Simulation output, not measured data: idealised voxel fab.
Process module heading - voxel air gaps
For reference, the cross-section in this document is cut, with width 220 nm and square cells of 5 nm.
For the purposes of this document, a cross-section shall be understood as a grid of square cells, specified as bands listed in top-to-bottom order, each band consisting of one or more rows of cells. Read a band's entry like this: the first values are the height of its top and the height of its bottom in nm, and what follows is the sequence of materials from left to right, each with its width in nm. Note that "air" is empty space, and that a single material marked "everywhere" reaches across the band from edge to edge. For the purposes of this specification, 0 denotes the height below which the wafer in its as-received condition is composed wholly of one material, and the lowermost band, lacking a lower limit, extends downward without end, as expressed in "0 and below". A two-number width, for instance "30..40", indicates that the width is equal to the first number in the top row of the band and to the second number in the bottom row, and that it changes by a constant amount per row of cells. Where a step carries "nothing different", the cross-section came out of it unchanged, cell for cell. For the entry "Enclosed cavities", the listed items are empty spaces with no open way to the top whose size is 8 cells or more; each item follows the pattern width x height at distance, where distance is from the left edge and all three are in nm. It should be noted that, on the line of a given step, the content following the step's settings is a remark produced by the simulator itself with respect to that step. overlay nm, on a step with a mask: how far to the right of its planned place the mask lay; to the left if negative.
Set out below are the planned steps of the process:
1. RECEIVE [material Si]
2. CONFORMAL_DEP [material SiO2] [thk nm 15]
3. CONFORMAL_DEP [material SiN] [thk nm 5]
4. DIRECTIONAL_DEP [material SiO2] [thk nm 35]
5. DIRECTIONAL_DEP [material aC] [thk nm 15]
6. PATTERN [tone open] [mask id LINES] [material resist] [width nm 15] [pitch nm 50] [thk nm 30] [overlay nm 0]
7. DIRECTIONAL_ETCH [etch materials aC] [depth nm 15]
8. STRIP [etch materials resist]
9. DIRECTIONAL_ETCH [etch materials SiO2] [depth nm 35]
10. STRIP [etch materials aC]
11. CONFORMAL_DEP [material TiN] [thk nm 5]
12. FILL_DEP [material W] [thk nm 10]
13. CMP [height nm 55]
14. EPI [material Ru] [thk nm 10]
15. SELECTIVE_ETCH [etch materials SiO2] [depth nm 45]
16. CONFORMAL_DEP [material SiCN] [thk nm 5]
All wafers enter the flow in the same state. The width nm at step 6 differs from wafer to wafer, and the plan gives the value for the first wafer.
The as-received cross-section of the first of several wafers corresponds to the state after step 1:
> 0 and below  Si everywhere
> Enclosed cavities: none
End of module: cross-section of the first of several wafers after step 16, the last step:
> 70 down to 65  air 15 / SiCN 45 / air 5 / SiCN 45 / air 5 / SiCN 45 / air 5 / SiCN 45 / air 10
> 65 down to 55  air 15 / SiCN 5 / Ru 35 / SiCN 5 / air 5 / SiCN 5 / Ru 35 / SiCN 5 / air 5 / SiCN 5 / Ru 35 / SiCN 5 / air 5 / SiCN 5 / Ru 35 / SiCN 5 / air 10
> 55 down to 50  air 15 / SiCN 15 / TiN 5 / W 5 / TiN 5 / SiCN 15 / air 5 / SiCN 15 / TiN 5 / W 5 / TiN 5 / SiCN 15 / air 5 / SiCN 15 / TiN 5 / W 5 / TiN 5 / SiCN 15 / air 5 / SiCN 15 / TiN 5 / W 5 / TiN 5 / SiCN 15 / air 10
> 50 down to 25  air 25 / SiCN 5 / TiN 5 / W 5 / TiN 5 / SiCN 5 / air 25 / SiCN 5 / TiN 5 / W 5 / TiN 5 / SiCN 5 / air 25 / SiCN 5 / TiN 5 / W 5 / TiN 5 / SiCN 5 / air 25 / SiCN 5 / TiN 5 / W 5 / TiN 5 / SiCN 5 / air 20
> 25 down to 20  SiCN 30 / TiN 15 / SiCN 35 / TiN 15 / SiCN 35 / TiN 15 / SiCN 35 / TiN 15 / SiCN 25
> 20 down to 15  SiN everywhere
> 15 down to 0  SiO2 everywhere
> 0 and below  Si everywhere
> Enclosed cavities: none
Cross-section of the final wafer among several, taken at the end of the module:
> 70 down to 65  air 5 / SiCN 215
> 65 down to 55  air 5 / SiCN 5 / Ru 205 / SiCN 5
> 55 down to 50  air 5 / SiCN 15 / TiN 5 / W 25 / TiN 5 / SiO2 15 / TiN 5 / W 25 / TiN 5 / SiO2 15 / TiN 5 / W 25 / TiN 5 / SiO2 15 / TiN 5 / W 25 / TiN 5 / SiCN 15
> 50 down to 25  air 15 / SiCN 5 / TiN 5 / W 25 / TiN 5 / SiO2 15 / TiN 5 / W 25 / TiN 5 / SiO2 15 / TiN 5 / W 25 / TiN 5 / SiO2 15 / TiN 5 / W 25 / TiN 5 / SiCN 5 / air 10
> 25 down to 20  SiCN 20 / TiN 35 / SiO2 15 / TiN 35 / SiO2 15 / TiN 35 / SiO2 15 / TiN 35 / SiCN 15
> 20 down to 15  SiN everywhere
> 15 down to 0  SiO2 everywhere
> 0 and below  Si everywhere
> Enclosed cavities: 10 x 25 at 210
Note: the following table is arranged by wafer, a row apiece. Each row reports the end-of-module state: per material, cells gained (+) or cells lost (-) compared with the wafer as received; closed voids follow:
width nm 15, +56 Ru, +148 SiCN, +44 SiN, +132 SiO2, +60 TiN, +24 W, Enclosed cavities: none
width nm 20, +64 Ru, +148 SiCN, +44 SiN, +132 SiO2, +64 TiN, +48 W, Enclosed cavities: 20 x 25 at 50; 20 x 25 at 100; 20 x 25 at 150
width nm 25, +72 Ru, +136 SiCN, +44 SiN, +132 SiO2, +68 TiN, +72 W, Enclosed cavities: 15 x 25 at 55; 15 x 25 at 105; 15 x 25 at 155
width nm 30, +80 Ru, +70 SiCN, +44 SiN, +216 SiO2, +72 TiN, +96 W, Enclosed cavities: none
width nm 35, +82 Ru, +70 SiCN, +44 SiN, +195 SiO2, +76 TiN, +120 W, Enclosed cavities: 10 x 25 at 210
